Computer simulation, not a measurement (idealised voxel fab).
The process module that follows is named voxel air gaps.
Pictured: cross-section cut, 250 nm wide, on a grid of 5 nm square cells.
In what follows, cross-sections appear as grids of square cells, described through bands that run from the top down, where every band is one or more rows of cells.
Heads up on the band format: heights come first, top then bottom, in nm. After that it's the materials left to right, each with its width in nm. A single material flagged "full width" fills the whole band edge to edge, and "air" means there's empty space there.
Height 0 is the level under which the wafer as received is all one material. The lowest band goes on downwards, as in "0 nm and below".
With a width like "30 to 40", each row of cells in the band differs from the next by the same amount, the top row carrying the first number and the bottom row the second.
Key: "changes: none" - step with no changed cell in the cross-section.
Each empty space that has no open way to the top and spans at least 8 cells appears under "Closed void roster" as width x height at distance, the distance counted from the left edge, all in nm.
On each step's line, the part that comes after the settings is the simulator's own comment on the step.
Each step line may optionally specify "overlay nm", which for a step with a mask gives the rightward distance between the mask's planned place and where it lay, a negative value indicating the leftward direction.
Quick note on how to read the rest: it's all pairs. You get the cross-section before a process step and the one after, but the after one only goes down as far as the lowest band that changed. The step in between, with its settings, sits under the pair. Heads up, the pairs can come from different runs of this module on the same starting wafer, so don't assume a pair picks up from the one above unless its "Prior to step" entry says it does.

Prior to step:
	0 nm and below  Si full width
	Closed void roster: none

After the Step:
	15 nm to 0 nm  SiO2 full width
	Below a height of 0, the structure has not been altered.
	Closed void roster: none
The structure shown above changes from one cross-section to the other through CONFORMAL_DEP,material SiO2,thk nm 15

Prior to step: nothing new to draw here, it's the after view of the pair just above.

After the Step:
	20 nm to 15 nm  SiN full width
	Below a height of 15, the structure has not been altered.
	Closed void roster: none
The structure shown above changes from one cross-section to the other through CONFORMAL_DEP,material SiN,thk nm 5

Prior to step: nothing new to draw here, it's the after view of the pair just above.

After the Step:
	55 nm to 20 nm  SiO2 full width
	Below a height of 20, the structure has not been altered.
	Closed void roster: none
The structure shown above changes from one cross-section to the other through DIRECTIONAL_DEP,material SiO2,thk nm 35

Prior to step: nothing new to draw here, it's the after view of the pair just above.

After the Step:
	55 nm to 20 nm  SiO2 55 nm  air 25 nm  SiO2 30 nm  air 25 nm  SiO2 30 nm  air 25 nm  SiO2 60 nm
	Below a height of 20, the structure has not been altered.
	Closed void roster: none
The structure shown above changes from one cross-section to the other through MASKED_ETCH,tone open,mask id LINES,width nm 25,pitch nm 55,etch materials SiO2,depth nm 35,overlay nm 0

Prior to step: nothing new to draw here, it's the after view of the pair just above.

After the Step:
	60 nm to 55 nm  TiN 60 nm  air 15 nm  TiN 40 nm  air 15 nm  TiN 40 nm  air 15 nm  TiN 65 nm
	55 nm to 25 nm  SiO2 55 nm  TiN 5 nm  air 15 nm  TiN 5 nm  SiO2 30 nm  TiN 5 nm  air 15 nm  TiN 5 nm  SiO2 30 nm  TiN 5 nm  air 15 nm  TiN 5 nm  SiO2 60 nm
	25 nm to 20 nm  SiO2 55 nm  TiN 25 nm  SiO2 30 nm  TiN 25 nm  SiO2 30 nm  TiN 25 nm  SiO2 60 nm
	Below a height of 20, the structure has not been altered.
	Closed void roster: none
The structure shown above changes from one cross-section to the other through CONFORMAL_DEP,material TiN,thk nm 5

Prior to step: nothing new to draw here, it's the after view of the pair just above.

After the Step:
	65 nm to 60 nm  Cu full width
	60 nm to 55 nm  TiN 60 nm  Cu 15 nm  TiN 40 nm  Cu 15 nm  TiN 40 nm  Cu 15 nm  TiN 65 nm
	55 nm to 25 nm  SiO2 55 nm  TiN 5 nm  Cu 15 nm  TiN 5 nm  SiO2 30 nm  TiN 5 nm  Cu 15 nm  TiN 5 nm  SiO2 30 nm  TiN 5 nm  Cu 15 nm  TiN 5 nm  SiO2 60 nm
	Below a height of 25, the structure has not been altered.
	Closed void roster: none
The structure shown above changes from one cross-section to the other through FILL_DEP,material Cu,thk nm 5

Prior to step: nothing new to draw here, it's the after view of the pair just above.

After the Step:
	55 nm to 25 nm  SiO2 55 nm  TiN 5 nm  Cu 15 nm  TiN 5 nm  SiO2 30 nm  TiN 5 nm  Cu 15 nm  TiN 5 nm  SiO2 30 nm  TiN 5 nm  Cu 15 nm  TiN 5 nm  SiO2 60 nm
	Below a height of 25, the structure has not been altered.
	Closed void roster: none
The structure shown above changes from one cross-section to the other through CMP,height nm 55

Prior to step: nothing new to draw here, it's the after view of the pair just above.

After the Step:
	65 nm to 55 nm  air 45 nm  Ru 45 nm  air 10 nm  Ru 45 nm  air 10 nm  Ru 45 nm  air 50 nm
	Below a height of 55, the structure has not been altered.
	Closed void roster: none
The structure shown above changes from one cross-section to the other through EPI,material Ru,thk nm 10

Prior to step: nothing new to draw here, it's the after view of the pair just above.

After the Step:
	65 nm to 55 nm  air 45 nm  Ru 45 nm  air 10 nm  Ru 45 nm  air 10 nm  Ru 45 nm  air 50 nm
	55 nm to 25 nm  air 55 nm  TiN 5 nm  Cu 15 nm  TiN 5 nm  air 30 nm  TiN 5 nm  Cu 15 nm  TiN 5 nm  air 30 nm  TiN 5 nm  Cu 15 nm  TiN 5 nm  air 60 nm
	25 nm to 20 nm  air 55 nm  TiN 25 nm  air 30 nm  TiN 25 nm  air 30 nm  TiN 25 nm  air 60 nm
	Below a height of 20, the structure has not been altered.
	Closed void roster: none
The structure shown above changes from one cross-section to the other through SELECTIVE_ETCH,etch materials SiO2,depth nm 45

Prior to step: nothing new to draw here, it's the after view of the pair just above.

After the Step:
	70 nm to 65 nm  air 40 nm  SiCN 165 nm  air 45 nm
	65 nm to 55 nm  air 40 nm  SiCN 5 nm  Ru 45 nm  SiCN 10 nm  Ru 45 nm  SiCN 10 nm  Ru 45 nm  SiCN 5 nm  air 45 nm
	55 nm to 50 nm  air 40 nm  SiCN 15 nm  TiN 5 nm  Cu 15 nm  TiN 5 nm  SiCN 30 nm  TiN 5 nm  Cu 15 nm  TiN 5 nm  SiCN 30 nm  TiN 5 nm  Cu 15 nm  TiN 5 nm  SiCN 15 nm  air 45 nm
	50 nm to 25 nm  air 50 nm  SiCN 5 nm  TiN 5 nm  Cu 15 nm  TiN 5 nm  SiCN 5 nm  air 20 nm  SiCN 5 nm  TiN 5 nm  Cu 15 nm  TiN 5 nm  SiCN 5 nm  air 20 nm  SiCN 5 nm  TiN 5 nm  Cu 15 nm  TiN 5 nm  SiCN 5 nm  air 55 nm
	25 nm to 20 nm  SiCN 55 nm  TiN 25 nm  SiCN 30 nm  TiN 25 nm  SiCN 30 nm  TiN 25 nm  SiCN 60 nm
	Below a height of 20, the structure has not been altered.
	Closed void roster: 20 x 25 at 85; 20 x 25 at 140
The structure shown above changes from one cross-section to the other through CONFORMAL_DEP,material SiCN,thk nm 5

Prior to step:
	65 nm to 55 nm  air 45 nm  Ru 45 nm  air 10 nm  Ru 45 nm  air 10 nm  Ru 45 nm  air 50 nm
	55 nm to 25 nm  SiO2 55 nm  TiN 5 nm  Cu 15 nm  TiN 5 nm  SiO2 30 nm  TiN 5 nm  Cu 15 nm  TiN 5 nm  SiO2 30 nm  TiN 5 nm  Cu 15 nm  TiN 5 nm  SiO2 60 nm
	25 nm to 20 nm  SiO2 55 nm  TiN 25 nm  SiO2 30 nm  TiN 25 nm  SiO2 30 nm  TiN 25 nm  SiO2 60 nm
	20 nm to 15 nm  SiN full width
	15 nm to 0 nm  SiO2 full width
	0 nm and below  Si full width
	Closed void roster: none

After the Step:
	75 nm to 55 nm  air 35 nm  Ru 175 nm  air 40 nm
	Below a height of 55, the structure has not been altered.
	Closed void roster: none
The structure shown above changes from one cross-section to the other through EPI,material Ru,thk nm 10

Prior to step: nothing new to draw here, it's the after view of the pair just above.

After the Step:
	75 nm to 55 nm  air 35 nm  Ru 175 nm  air 40 nm
	55 nm to 25 nm  air 55 nm  TiN 5 nm  Cu 15 nm  TiN 5 nm  SiO2 30 nm  TiN 5 nm  Cu 15 nm  TiN 5 nm  SiO2 30 nm  TiN 5 nm  Cu 15 nm  TiN 5 nm  air 60 nm
	25 nm to 20 nm  air 55 nm  TiN 25 nm  SiO2 30 nm  TiN 25 nm  SiO2 30 nm  TiN 25 nm  air 60 nm
	Below a height of 20, the structure has not been altered.
	Closed void roster: none
The structure shown above changes from one cross-section to the other through SELECTIVE_ETCH,etch materials SiO2,depth nm 45

Prior to step: nothing new to draw here, it's the after view of the pair just above.

After the Step:
	80 nm to 75 nm  air 30 nm  SiCN 185 nm  air 35 nm
	75 nm to 55 nm  air 30 nm  SiCN 5 nm  Ru 175 nm  SiCN 5 nm  air 35 nm
	55 nm to 50 nm  air 30 nm  SiCN 25 nm  TiN 5 nm  Cu 15 nm  TiN 5 nm  SiO2 30 nm  TiN 5 nm  Cu 15 nm  TiN 5 nm  SiO2 30 nm  TiN 5 nm  Cu 15 nm  TiN 5 nm  SiCN 25 nm  air 35 nm
	50 nm to 25 nm  air 50 nm  SiCN 5 nm  TiN 5 nm  Cu 15 nm  TiN 5 nm  SiO2 30 nm  TiN 5 nm  Cu 15 nm  TiN 5 nm  SiO2 30 nm  TiN 5 nm  Cu 15 nm  TiN 5 nm  SiCN 5 nm  air 55 nm
	25 nm to 20 nm  SiCN 55 nm  TiN 25 nm  SiO2 30 nm  TiN 25 nm  SiO2 30 nm  TiN 25 nm  SiCN 60 nm
	Below a height of 20, the structure has not been altered.
	Closed void roster: none
The structure shown above changes from one cross-section to the other through CONFORMAL_DEP,material SiCN,thk nm 5

Prior to step:
	15 nm to 0 nm  SiO2 full width
	0 nm and below  Si full width
	Closed void roster: none

After the Step:
	50 nm to 0 nm  SiO2 full width
	Below a height of 0, the structure has not been altered.
	Closed void roster: none
The structure shown above changes from one cross-section to the other through DIRECTIONAL_DEP,material SiO2,thk nm 35

Prior to step: nothing new to draw here, it's the after view of the pair just above.

After the Step:
	55 nm to 50 nm  SiN full width
	Below a height of 50, the structure has not been altered.
	Closed void roster: none
The structure shown above changes from one cross-section to the other through CONFORMAL_DEP,material SiN,thk nm 5

Prior to step: nothing new to draw here, it's the after view of the pair just above.

After the Step:
	60 nm to 55 nm  TiN full width
	Below a height of 55, the structure has not been altered.
	Closed void roster: none
The structure shown above changes from one cross-section to the other through CONFORMAL_DEP,material TiN,thk nm 5

Prior to step: nothing new to draw here, it's the after view of the pair just above.

After the Step:
	65 nm to 60 nm  Cu full width
	Below a height of 60, the structure has not been altered.
	Closed void roster: none
The structure shown above changes from one cross-section to the other through FILL_DEP,material Cu,thk nm 5

Prior to step: nothing new to draw here, it's the after view of the pair just above.

After the Step:
	55 nm to 50 nm  SiN full width
	Below a height of 50, the structure has not been altered.
	Closed void roster: none
The structure shown above changes from one cross-section to the other through CMP,height nm 55

Prior to step: nothing new to draw here, it's the after view of the pair just above.

After the Step:
	60 nm to 55 nm  SiCN full width
	Below a height of 55, the structure has not been altered.
	Closed void roster: none
The structure shown above changes from one cross-section to the other through CONFORMAL_DEP,material SiCN,thk nm 5

Prior to step:
	65 nm to 55 nm  air 45 nm  Ru 45 nm  air 10 nm  Ru 45 nm  air 10 nm  Ru 45 nm  air 50 nm
	55 nm to 25 nm  air 55 nm  TiN 5 nm  Cu 15 nm  TiN 5 nm  air 30 nm  TiN 5 nm  Cu 15 nm  TiN 5 nm  air 30 nm  TiN 5 nm  Cu 15 nm  TiN 5 nm  air 60 nm
	25 nm to 20 nm  air 55 nm  TiN 25 nm  air 30 nm  TiN 25 nm  air 30 nm  TiN 25 nm  air 60 nm
	20 nm to 15 nm  SiN full width
	15 nm to 0 nm  SiO2 full width
	0 nm and below  Si full width
	Closed void roster: none

After the Step:
	80 nm to 65 nm  air 30 nm  SiCN 185 nm  air 35 nm
	65 nm to 55 nm  air 30 nm  SiCN 15 nm  Ru 45 nm  SiCN 10 nm  Ru 45 nm  SiCN 10 nm  Ru 45 nm  SiCN 15 nm  air 35 nm
	55 nm to 50 nm  air 30 nm  SiCN 25 nm  TiN 5 nm  Cu 15 nm  TiN 5 nm  SiCN 30 nm  TiN 5 nm  Cu 15 nm  TiN 5 nm  SiCN 30 nm  TiN 5 nm  Cu 15 nm  TiN 5 nm  SiCN 25 nm  air 35 nm
	50 nm to 40 nm  air 30 nm  SiCN 25 nm  TiN 5 nm  Cu 15 nm  TiN 5 nm  SiCN 5 nm  air 20 nm  SiCN 5 nm  TiN 5 nm  Cu 15 nm  TiN 5 nm  SiCN 5 nm  air 20 nm  SiCN 5 nm  TiN 5 nm  Cu 15 nm  TiN 5 nm  SiCN 25 nm  air 35 nm
	40 nm to 35 nm  air 40 nm  SiCN 15 nm  TiN 5 nm  Cu 15 nm  TiN 5 nm  SiCN 5 nm  air 20 nm  SiCN 5 nm  TiN 5 nm  Cu 15 nm  TiN 5 nm  SiCN 5 nm  air 20 nm  SiCN 5 nm  TiN 5 nm  Cu 15 nm  TiN 5 nm  SiCN 15 nm  air 45 nm
	35 nm to 25 nm  SiCN 55 nm  TiN 5 nm  Cu 15 nm  TiN 5 nm  SiCN 5 nm  air 20 nm  SiCN 5 nm  TiN 5 nm  Cu 15 nm  TiN 5 nm  SiCN 5 nm  air 20 nm  SiCN 5 nm  TiN 5 nm  Cu 15 nm  TiN 5 nm  SiCN 60 nm
	25 nm to 20 nm  SiCN 55 nm  TiN 25 nm  SiCN 30 nm  TiN 25 nm  SiCN 30 nm  TiN 25 nm  SiCN 60 nm
	Below a height of 20, the structure has not been altered.
	Closed void roster: 20 x 25 at 85; 20 x 25 at 140
The structure shown above changes from one cross-section to the other through CONFORMAL_DEP,material SiCN,thk nm 15

Prior to step:
	55 nm to 20 nm  SiO2 full width
	20 nm to 15 nm  SiN full width
	15 nm to 0 nm  SiO2 full width
	0 nm and below  Si full width
	Closed void roster: none

After the Step:
	55 nm to 20 nm  SiO2 60 nm  air 20 nm  SiO2 35 nm  air 20 nm  SiO2 35 nm  air 20 nm  SiO2 60 nm
	Below a height of 20, the structure has not been altered.
	Closed void roster: none
The structure shown above changes from one cross-section to the other through MASKED_ETCH,tone open,mask id LINES,width nm 20,pitch nm 55,etch materials SiO2,depth nm 35,overlay nm 0

Prior to step: nothing new to draw here, it's the after view of the pair just above.

After the Step:
	60 nm to 55 nm  TiN 65 nm  air 10 nm  TiN 45 nm  air 10 nm  TiN 45 nm  air 10 nm  TiN 65 nm
	55 nm to 25 nm  SiO2 60 nm  TiN 5 nm  air 10 nm  TiN 5 nm  SiO2 35 nm  TiN 5 nm  air 10 nm  TiN 5 nm  SiO2 35 nm  TiN 5 nm  air 10 nm  TiN 5 nm  SiO2 60 nm
	25 nm to 20 nm  SiO2 60 nm  TiN 20 nm  SiO2 35 nm  TiN 20 nm  SiO2 35 nm  TiN 20 nm  SiO2 60 nm
	Below a height of 20, the structure has not been altered.
	Closed void roster: none
The structure shown above changes from one cross-section to the other through CONFORMAL_DEP,material TiN,thk nm 5

Prior to step: nothing new to draw here, it's the after view of the pair just above.

After the Step:
	65 nm to 60 nm  Cu full width
	60 nm to 55 nm  TiN 65 nm  Cu 10 nm  TiN 45 nm  Cu 10 nm  TiN 45 nm  Cu 10 nm  TiN 65 nm
	55 nm to 25 nm  SiO2 60 nm  TiN 5 nm  Cu 10 nm  TiN 5 nm  SiO2 35 nm  TiN 5 nm  Cu 10 nm  TiN 5 nm  SiO2 35 nm  TiN 5 nm  Cu 10 nm  TiN 5 nm  SiO2 60 nm
	Below a height of 25, the structure has not been altered.
	Closed void roster: none
The structure shown above changes from one cross-section to the other through FILL_DEP,material Cu,thk nm 5

Prior to step: nothing new to draw here, it's the after view of the pair just above.

After the Step:
	55 nm to 25 nm  SiO2 60 nm  TiN 5 nm  Cu 10 nm  TiN 5 nm  SiO2 35 nm  TiN 5 nm  Cu 10 nm  TiN 5 nm  SiO2 35 nm  TiN 5 nm  Cu 10 nm  TiN 5 nm  SiO2 60 nm
	Below a height of 25, the structure has not been altered.
	Closed void roster: none
The structure shown above changes from one cross-section to the other through CMP,height nm 55

Prior to step: nothing new to draw here, it's the after view of the pair just above.

After the Step:
	65 nm to 55 nm  air 50 nm  Ru 40 nm  air 15 nm  Ru 40 nm  air 15 nm  Ru 40 nm  air 50 nm
	Below a height of 55, the structure has not been altered.
	Closed void roster: none
The structure shown above changes from one cross-section to the other through EPI,material Ru,thk nm 10

Prior to step: nothing new to draw here, it's the after view of the pair just above.

After the Step:
	65 nm to 55 nm  air 50 nm  Ru 40 nm  air 15 nm  Ru 40 nm  air 15 nm  Ru 40 nm  air 50 nm
	55 nm to 25 nm  air 60 nm  TiN 5 nm  Cu 10 nm  TiN 5 nm  air 35 nm  TiN 5 nm  Cu 10 nm  TiN 5 nm  air 35 nm  TiN 5 nm  Cu 10 nm  TiN 5 nm  air 60 nm
	25 nm to 20 nm  air 60 nm  TiN 20 nm  air 35 nm  TiN 20 nm  air 35 nm  TiN 20 nm  air 60 nm
	Below a height of 20, the structure has not been altered.
	Closed void roster: none
The structure shown above changes from one cross-section to the other through SELECTIVE_ETCH,etch materials SiO2,depth nm 45

Prior to step: nothing new to draw here, it's the after view of the pair just above.

After the Step:
	70 nm to 65 nm  air 45 nm  SiCN 50 nm  air 5 nm  SiCN 50 nm  air 5 nm  SiCN 50 nm  air 45 nm
	65 nm to 55 nm  air 45 nm  SiCN 5 nm  Ru 40 nm  SiCN 5 nm  air 5 nm  SiCN 5 nm  Ru 40 nm  SiCN 5 nm  air 5 nm  SiCN 5 nm  Ru 40 nm  SiCN 5 nm  air 45 nm
	55 nm to 50 nm  air 45 nm  SiCN 15 nm  TiN 5 nm  Cu 10 nm  TiN 5 nm  SiCN 15 nm  air 5 nm  SiCN 15 nm  TiN 5 nm  Cu 10 nm  TiN 5 nm  SiCN 15 nm  air 5 nm  SiCN 15 nm  TiN 5 nm  Cu 10 nm  TiN 5 nm  SiCN 15 nm  air 45 nm
	50 nm to 25 nm  air 55 nm  SiCN 5 nm  TiN 5 nm  Cu 10 nm  TiN 5 nm  SiCN 5 nm  air 25 nm  SiCN 5 nm  TiN 5 nm  Cu 10 nm  TiN 5 nm  SiCN 5 nm  air 25 nm  SiCN 5 nm  TiN 5 nm  Cu 10 nm  TiN 5 nm  SiCN 5 nm  air 55 nm
	25 nm to 20 nm  SiCN 60 nm  TiN 20 nm  SiCN 35 nm  TiN 20 nm  SiCN 35 nm  TiN 20 nm  SiCN 60 nm
	Below a height of 20, the structure has not been altered.
	Closed void roster: none
The structure shown above changes from one cross-section to the other through CONFORMAL_DEP,material SiCN,thk nm 5

Prior to step:
	55 nm to 20 nm  SiO2 full width
	20 nm to 15 nm  SiN full width
	15 nm to 0 nm  SiO2 full width
	0 nm and below  Si full width
	Closed void roster: none

After the Step:
	55 nm to 20 nm  SiO2 45 nm  air 25 nm  SiO2 30 nm  air 25 nm  SiO2 30 nm  air 25 nm  SiO2 70 nm
	Below a height of 20, the structure has not been altered.
	Closed void roster: none
The structure shown above changes from one cross-section to the other through MASKED_ETCH,tone open,mask id LINES,width nm 25,pitch nm 55,etch materials SiO2,depth nm 35,overlay nm -10

Prior to step: nothing new to draw here, it's the after view of the pair just above.

After the Step:
	60 nm to 55 nm  TiN 50 nm  air 15 nm  TiN 40 nm  air 15 nm  TiN 40 nm  air 15 nm  TiN 75 nm
	55 nm to 25 nm  SiO2 45 nm  TiN 5 nm  air 15 nm  TiN 5 nm  SiO2 30 nm  TiN 5 nm  air 15 nm  TiN 5 nm  SiO2 30 nm  TiN 5 nm  air 15 nm  TiN 5 nm  SiO2 70 nm
	25 nm to 20 nm  SiO2 45 nm  TiN 25 nm  SiO2 30 nm  TiN 25 nm  SiO2 30 nm  TiN 25 nm  SiO2 70 nm
	Below a height of 20, the structure has not been altered.
	Closed void roster: none
The structure shown above changes from one cross-section to the other through CONFORMAL_DEP,material TiN,thk nm 5

Prior to step: nothing new to draw here, it's the after view of the pair just above.

After the Step:
	65 nm to 60 nm  Cu full width
	60 nm to 55 nm  TiN 50 nm  Cu 15 nm  TiN 40 nm  Cu 15 nm  TiN 40 nm  Cu 15 nm  TiN 75 nm
	55 nm to 25 nm  SiO2 45 nm  TiN 5 nm  Cu 15 nm  TiN 5 nm  SiO2 30 nm  TiN 5 nm  Cu 15 nm  TiN 5 nm  SiO2 30 nm  TiN 5 nm  Cu 15 nm  TiN 5 nm  SiO2 70 nm
	Below a height of 25, the structure has not been altered.
	Closed void roster: none
The structure shown above changes from one cross-section to the other through FILL_DEP,material Cu,thk nm 5

Prior to step: nothing new to draw here, it's the after view of the pair just above.

After the Step:
	55 nm to 25 nm  SiO2 45 nm  TiN 5 nm  Cu 15 nm  TiN 5 nm  SiO2 30 nm  TiN 5 nm  Cu 15 nm  TiN 5 nm  SiO2 30 nm  TiN 5 nm  Cu 15 nm  TiN 5 nm  SiO2 70 nm
	Below a height of 25, the structure has not been altered.
	Closed void roster: none
The structure shown above changes from one cross-section to the other through CMP,height nm 55

Prior to step: nothing new to draw here, it's the after view of the pair just above.

After the Step:
	65 nm to 55 nm  air 35 nm  Ru 45 nm  air 10 nm  Ru 45 nm  air 10 nm  Ru 45 nm  air 60 nm
	Below a height of 55, the structure has not been altered.
	Closed void roster: none
The structure shown above changes from one cross-section to the other through EPI,material Ru,thk nm 10

Prior to step: nothing new to draw here, it's the after view of the pair just above.

After the Step:
	65 nm to 55 nm  air 35 nm  Ru 45 nm  air 10 nm  Ru 45 nm  air 10 nm  Ru 45 nm  air 60 nm
	55 nm to 25 nm  air 45 nm  TiN 5 nm  Cu 15 nm  TiN 5 nm  air 30 nm  TiN 5 nm  Cu 15 nm  TiN 5 nm  air 30 nm  TiN 5 nm  Cu 15 nm  TiN 5 nm  air 70 nm
	25 nm to 20 nm  air 45 nm  TiN 25 nm  air 30 nm  TiN 25 nm  air 30 nm  TiN 25 nm  air 70 nm
	Below a height of 20, the structure has not been altered.
	Closed void roster: none
The structure shown above changes from one cross-section to the other through SELECTIVE_ETCH,etch materials SiO2,depth nm 45

Prior to step: nothing new to draw here, it's the after view of the pair just above.

After the Step:
	70 nm to 65 nm  air 30 nm  SiCN 165 nm  air 55 nm
	65 nm to 55 nm  air 30 nm  SiCN 5 nm  Ru 45 nm  SiCN 10 nm  Ru 45 nm  SiCN 10 nm  Ru 45 nm  SiCN 5 nm  air 55 nm
	55 nm to 50 nm  air 30 nm  SiCN 15 nm  TiN 5 nm  Cu 15 nm  TiN 5 nm  SiCN 30 nm  TiN 5 nm  Cu 15 nm  TiN 5 nm  SiCN 30 nm  TiN 5 nm  Cu 15 nm  TiN 5 nm  SiCN 15 nm  air 55 nm
	50 nm to 25 nm  air 40 nm  SiCN 5 nm  TiN 5 nm  Cu 15 nm  TiN 5 nm  SiCN 5 nm  air 20 nm  SiCN 5 nm  TiN 5 nm  Cu 15 nm  TiN 5 nm  SiCN 5 nm  air 20 nm  SiCN 5 nm  TiN 5 nm  Cu 15 nm  TiN 5 nm  SiCN 5 nm  air 65 nm
	25 nm to 20 nm  SiCN 45 nm  TiN 25 nm  SiCN 30 nm  TiN 25 nm  SiCN 30 nm  TiN 25 nm  SiCN 70 nm
	Below a height of 20, the structure has not been altered.
	Closed void roster: 20 x 25 at 75; 20 x 25 at 130
The structure shown above changes from one cross-section to the other through CONFORMAL_DEP,material SiCN,thk nm 5

Prior to step:
	20 nm to 15 nm  SiN full width
	15 nm to 0 nm  SiO2 full width
	0 nm and below  Si full width
	Closed void roster: none

After the Step:
	55 nm to 15 nm  SiN full width
	Below a height of 15, the structure has not been altered.
	Closed void roster: none
The structure shown above changes from one cross-section to the other through DIRECTIONAL_DEP,material SiN,thk nm 35

Prior to step: nothing new to draw here, it's the after view of the pair just above.

After the Step:
	60 nm to 55 nm  TiN full width
	Below a height of 55, the structure has not been altered.
	Closed void roster: none
The structure shown above changes from one cross-section to the other through CONFORMAL_DEP,material TiN,thk nm 5

Prior to step: nothing new to draw here, it's the after view of the pair just above.

After the Step:
	65 nm to 60 nm  Cu full width
	Below a height of 60, the structure has not been altered.
	Closed void roster: none
The structure shown above changes from one cross-section to the other through FILL_DEP,material Cu,thk nm 5

Prior to step: nothing new to draw here, it's the after view of the pair just above.

After the Step:
	55 nm to 15 nm  SiN full width
	Below a height of 15, the structure has not been altered.
	Closed void roster: none
The structure shown above changes from one cross-section to the other through CMP,height nm 55

Prior to step: nothing new to draw here, it's the after view of the pair just above.

After the Step:
	60 nm to 55 nm  SiCN full width
	Below a height of 55, the structure has not been altered.
	Closed void roster: none
The structure shown above changes from one cross-section to the other through CONFORMAL_DEP,material SiCN,thk nm 5

Prior to step:
	55 nm to 20 nm  SiO2 full width
	20 nm to 15 nm  SiN full width
	15 nm to 0 nm  SiO2 full width
	0 nm and below  Si full width
	Closed void roster: none

After the Step:
	55 nm to 20 nm  air 55 nm  SiO2 25 nm  air 30 nm  SiO2 25 nm  air 30 nm  SiO2 25 nm  air 60 nm
	Below a height of 20, the structure has not been altered.
	Closed void roster: none
The structure shown above changes from one cross-section to the other through MASKED_ETCH,tone cover,mask id LINES,width nm 25,pitch nm 55,etch materials SiO2,depth nm 35,overlay nm 0

Prior to step: nothing new to draw here, it's the after view of the pair just above.

After the Step:
	60 nm to 55 nm  air 50 nm  TiN 35 nm  air 20 nm  TiN 35 nm  air 20 nm  TiN 35 nm  air 55 nm
	55 nm to 25 nm  air 50 nm  TiN 5 nm  SiO2 25 nm  TiN 5 nm  air 20 nm  TiN 5 nm  SiO2 25 nm  TiN 5 nm  air 20 nm  TiN 5 nm  SiO2 25 nm  TiN 5 nm  air 55 nm
	25 nm to 20 nm  TiN 55 nm  SiO2 25 nm  TiN 30 nm  SiO2 25 nm  TiN 30 nm  SiO2 25 nm  TiN 60 nm
	Below a height of 20, the structure has not been altered.
	Closed void roster: none
The structure shown above changes from one cross-section to the other through CONFORMAL_DEP,material TiN,thk nm 5

Prior to step: nothing new to draw here, it's the after view of the pair just above.

After the Step:
	65 nm to 60 nm  Cu full width
	60 nm to 55 nm  Cu 50 nm  TiN 35 nm  Cu 20 nm  TiN 35 nm  Cu 20 nm  TiN 35 nm  Cu 55 nm
	55 nm to 25 nm  Cu 50 nm  TiN 5 nm  SiO2 25 nm  TiN 5 nm  Cu 20 nm  TiN 5 nm  SiO2 25 nm  TiN 5 nm  Cu 20 nm  TiN 5 nm  SiO2 25 nm  TiN 5 nm  Cu 55 nm
	Below a height of 25, the structure has not been altered.
	Closed void roster: none
The structure shown above changes from one cross-section to the other through FILL_DEP,material Cu,thk nm 5

Prior to step: nothing new to draw here, it's the after view of the pair just above.

After the Step:
	55 nm to 25 nm  Cu 50 nm  TiN 5 nm  SiO2 25 nm  TiN 5 nm  Cu 20 nm  TiN 5 nm  SiO2 25 nm  TiN 5 nm  Cu 20 nm  TiN 5 nm  SiO2 25 nm  TiN 5 nm  Cu 55 nm
	Below a height of 25, the structure has not been altered.
	Closed void roster: none
The structure shown above changes from one cross-section to the other through CMP,height nm 55

Prior to step: nothing new to draw here, it's the after view of the pair just above.

After the Step:
	65 nm to 55 nm  Ru 65 nm  air 5 nm  Ru 50 nm  air 5 nm  Ru 50 nm  air 5 nm  Ru 70 nm
	Below a height of 55, the structure has not been altered.
	Closed void roster: none
The structure shown above changes from one cross-section to the other through EPI,material Ru,thk nm 10

Prior to step: nothing new to draw here, it's the after view of the pair just above.

After the Step:
	65 nm to 55 nm  Ru 65 nm  air 5 nm  Ru 50 nm  air 5 nm  Ru 50 nm  air 5 nm  Ru 70 nm
	55 nm to 25 nm  Cu 50 nm  TiN 5 nm  air 25 nm  TiN 5 nm  Cu 20 nm  TiN 5 nm  air 25 nm  TiN 5 nm  Cu 20 nm  TiN 5 nm  air 25 nm  TiN 5 nm  Cu 55 nm
	25 nm to 20 nm  TiN 55 nm  air 25 nm  TiN 30 nm  air 25 nm  TiN 30 nm  air 25 nm  TiN 60 nm
	Below a height of 20, the structure has not been altered.
	Closed void roster: none
The structure shown above changes from one cross-section to the other through SELECTIVE_ETCH,etch materials SiO2,depth nm 45

Prior to step: nothing new to draw here, it's the after view of the pair just above.

After the Step:
	70 nm to 65 nm  SiCN full width
	65 nm to 55 nm  Ru 65 nm  SiCN 5 nm  Ru 50 nm  SiCN 5 nm  Ru 50 nm  SiCN 5 nm  Ru 70 nm
	55 nm to 50 nm  Cu 50 nm  TiN 5 nm  SiCN 25 nm  TiN 5 nm  Cu 20 nm  TiN 5 nm  SiCN 25 nm  TiN 5 nm  Cu 20 nm  TiN 5 nm  SiCN 25 nm  TiN 5 nm  Cu 55 nm
	50 nm to 25 nm  Cu 50 nm  TiN 5 nm  SiCN 5 nm  air 15 nm  SiCN 5 nm  TiN 5 nm  Cu 20 nm  TiN 5 nm  SiCN 5 nm  air 15 nm  SiCN 5 nm  TiN 5 nm  Cu 20 nm  TiN 5 nm  SiCN 5 nm  air 15 nm  SiCN 5 nm  TiN 5 nm  Cu 55 nm
	25 nm to 20 nm  TiN 55 nm  SiCN 25 nm  TiN 30 nm  SiCN 25 nm  TiN 30 nm  SiCN 25 nm  TiN 60 nm
	Below a height of 20, the structure has not been altered.
	Closed void roster: 15 x 25 at 60; 15 x 25 at 115; 15 x 25 at 170
The structure shown above changes from one cross-section to the other through CONFORMAL_DEP,material SiCN,thk nm 5
